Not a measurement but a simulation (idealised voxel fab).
process module | voxel self aligned vias
cross-section cut | 280 nm wide | cells 5 nm
A cross-section is a grid of square cells, given in bands from the top down. A band is one or more rows of cells.
Each band's line starts with the height of the band's top and of its bottom, in nm. Then come its materials from left to right, each with its width in nm. One material with "throughout" fills the band from edge to edge. "air" is empty space.
Height 0 is the level under which the wafer as received is all one material. The lowest band goes on downwards, as in "0 down".
A width such as "30 to 40" changes by the same amount from each row of cells to the next, from the band's top row to its bottom row.
"no change" after a step means that no cell of the cross-section changed.
closed voids: empty space of 8 cells or more with no open way to the top, each as width x height at its distance from the left edge, in nm
after a step's settings: what the simulator itself notes on the step
overlay nm, on a step with a mask: how far to the right of its planned place the mask lay; to the left if negative
plan
1 op RECEIVE | material Si
2 op CONFORMAL_DEP | material SiO2 | thk nm 10
3 op CONFORMAL_DEP | material SiCN | thk nm 5
4 op DIRECTIONAL_DEP | material SiO2 | thk nm 25
5 op PATTERN | tone open | mask id LINES | material resist | width nm 25 | pitch nm 60 | thk nm 20 | overlay nm 0
6 op DIRECTIONAL_ETCH | etch materials SiO2 | depth nm 25
7 op STRIP | etch materials resist
8 op CONFORMAL_DEP | material TiN | thk nm 5
9 op FILL_DEP | material Ru | thk nm 10
10 op CMP | height nm 40
11 op SELECTIVE_ETCH | etch materials W Ru TiN | depth nm 10
12 op FILL_DEP | material SiN | thk nm 5
13 op CMP | height nm 40
14 op DIRECTIONAL_DEP | material SiO2 | thk nm 20
15 op MASKED_ETCH | tone open | mask id VIAS | width nm 35 | pitch nm 60 | etch materials SiO2 | depth nm 20 | overlay nm 0
16 op MASKED_ETCH | tone open | mask id VIAS | width nm 35 | pitch nm 60 | etch materials SiN | depth nm 10 | overlay nm 0
17 op CONFORMAL_DEP | material TiN | thk nm 5
18 op FILL_DEP | material Ru | thk nm 5
19 op CMP | height nm 60
20 op CONFORMAL_DEP | material SiCN | thk nm 5
first wafer, as planned
as received, after step 1
  0 down: Si throughout
  closed voids: none
after step 2
  10 to 0: SiO2 throughout
  below 0: unchanged
after step 3
  15 to 10: SiCN throughout
  below 10: unchanged
after step 4
  40 to 15: SiO2 throughout
  below 15: unchanged
after step 5
  60 to 40: resist 95 | air 25 | resist 35 | air 25 | resist 100
  below 40: unchanged
after step 6
  60 to 40: resist 95 | air 25 | resist 35 | air 25 | resist 100
  40 to 15: SiO2 95 | air 25 | SiO2 35 | air 25 | SiO2 100
  below 15: unchanged
after step 7
  40 to 15: SiO2 95 | air 25 | SiO2 35 | air 25 | SiO2 100
  below 15: unchanged
after step 8
  45 to 40: TiN 100 | air 15 | TiN 45 | air 15 | TiN 105
  40 to 20: SiO2 95 | TiN 5 | air 15 | TiN 5 | SiO2 35 | TiN 5 | air 15 | TiN 5 | SiO2 100
  20 to 15: SiO2 95 | TiN 25 | SiO2 35 | TiN 25 | SiO2 100
  below 15: unchanged
after step 9
  55 to 45: Ru throughout
  45 to 40: TiN 100 | Ru 15 | TiN 45 | Ru 15 | TiN 105
  40 to 20: SiO2 95 | TiN 5 | Ru 15 | TiN 5 | SiO2 35 | TiN 5 | Ru 15 | TiN 5 | SiO2 100
  below 20: unchanged
after step 10
  40 to 20: SiO2 95 | TiN 5 | Ru 15 | TiN 5 | SiO2 35 | TiN 5 | Ru 15 | TiN 5 | SiO2 100
  below 20: unchanged
after step 11
  40 to 30: SiO2 95 | air 25 | SiO2 35 | air 25 | SiO2 100
  below 30: unchanged
after step 12
  45 to 40: SiN throughout
  40 to 30: SiO2 95 | SiN 25 | SiO2 35 | SiN 25 | SiO2 100
  below 30: unchanged
after step 13
  40 to 30: SiO2 95 | SiN 25 | SiO2 35 | SiN 25 | SiO2 100
  below 30: unchanged
after step 14
  60 to 40: SiO2 throughout
  below 40: unchanged
after step 15
  60 to 40: SiO2 90 | air 35 | SiO2 25 | air 35 | SiO2 95
  below 40: unchanged
after step 16
  60 to 40: SiO2 90 | air 35 | SiO2 25 | air 35 | SiO2 95
  40 to 30: SiO2 95 | air 25 | SiO2 35 | air 25 | SiO2 100
  below 30: unchanged
after step 17
  65 to 60: TiN 95 | air 25 | TiN 35 | air 25 | TiN 100
  60 to 45: SiO2 90 | TiN 5 | air 25 | TiN 5 | SiO2 25 | TiN 5 | air 25 | TiN 5 | SiO2 95
  45 to 35: SiO2 90 to 95 | TiN 10 to 5 | air 15 | TiN 10 to 5 | SiO2 25 to 35 | TiN 10 to 5 | air 15 | TiN 10 to 5 | SiO2 95 to 100
  35 to 30: SiO2 95 | TiN 25 | SiO2 35 | TiN 25 | SiO2 100
  below 30: unchanged
after step 18
  70 to 65: Ru throughout
  65 to 60: TiN 95 | Ru 25 | TiN 35 | Ru 25 | TiN 100
  60 to 45: SiO2 90 | TiN 5 | Ru 25 | TiN 5 | SiO2 25 | TiN 5 | Ru 25 | TiN 5 | SiO2 95
  45 to 35: SiO2 90 to 95 | TiN 10 to 5 | Ru 15 | TiN 10 to 5 | SiO2 25 to 35 | TiN 10 to 5 | Ru 15 | TiN 10 to 5 | SiO2 95 to 100
  below 35: unchanged
after step 19
  60 to 45: SiO2 90 | TiN 5 | Ru 25 | TiN 5 | SiO2 25 | TiN 5 | Ru 25 | TiN 5 | SiO2 95
  below 45: unchanged
after step 20
  65 to 60: SiCN throughout
  below 60: unchanged
second wafer: like start, like plan, one mistake. Through step 14 it matches the first wafer
when step 15 should have ended
  60 to 40: SiO2 95 | air 35 | SiO2 25 | air 35 | SiO2 90
  below 40: unchanged
when step 16 should have ended
  60 to 40: SiO2 95 | air 35 | SiO2 25 | air 35 | SiO2 90
  40 to 30: SiO2 95 | air 25 | SiO2 35 | air 25 | SiO2 100
  below 30: unchanged
when step 17 should have ended
  65 to 60: TiN 100 | air 25 | TiN 35 | air 25 | TiN 95
  60 to 45: SiO2 95 | TiN 5 | air 25 | TiN 5 | SiO2 25 | TiN 5 | air 25 | TiN 5 | SiO2 90
  45 to 35: SiO2 95 | TiN 5 | air 15 | TiN 15 to 5 | SiO2 25 to 35 | TiN 5 | air 15 | TiN 15 to 5 | SiO2 90 to 100
  35 to 30: SiO2 95 | TiN 25 | SiO2 35 | TiN 25 | SiO2 100
  below 30: unchanged
when step 18 should have ended
  70 to 65: Ru throughout
  65 to 60: TiN 100 | Ru 25 | TiN 35 | Ru 25 | TiN 95
  60 to 45: SiO2 95 | TiN 5 | Ru 25 | TiN 5 | SiO2 25 | TiN 5 | Ru 25 | TiN 5 | SiO2 90
  45 to 35: SiO2 95 | TiN 5 | Ru 15 | TiN 15 to 5 | SiO2 25 to 35 | TiN 5 | Ru 15 | TiN 15 to 5 | SiO2 90 to 100
  below 35: unchanged
when step 19 should have ended
  60 to 45: SiO2 95 | TiN 5 | Ru 25 | TiN 5 | SiO2 25 | TiN 5 | Ru 25 | TiN 5 | SiO2 90
  below 45: unchanged
when step 20 should have ended
  65 to 60: SiCN throughout
  below 60: unchanged
what went wrong: step 15 ran as: op MASKED_ETCH | tone open | mask id VIAS | width nm 35 | pitch nm 60 | etch materials SiO2 | depth nm 20 | overlay nm 5
at the end the second wafer has, in cells: as many of each material as the first, in other places
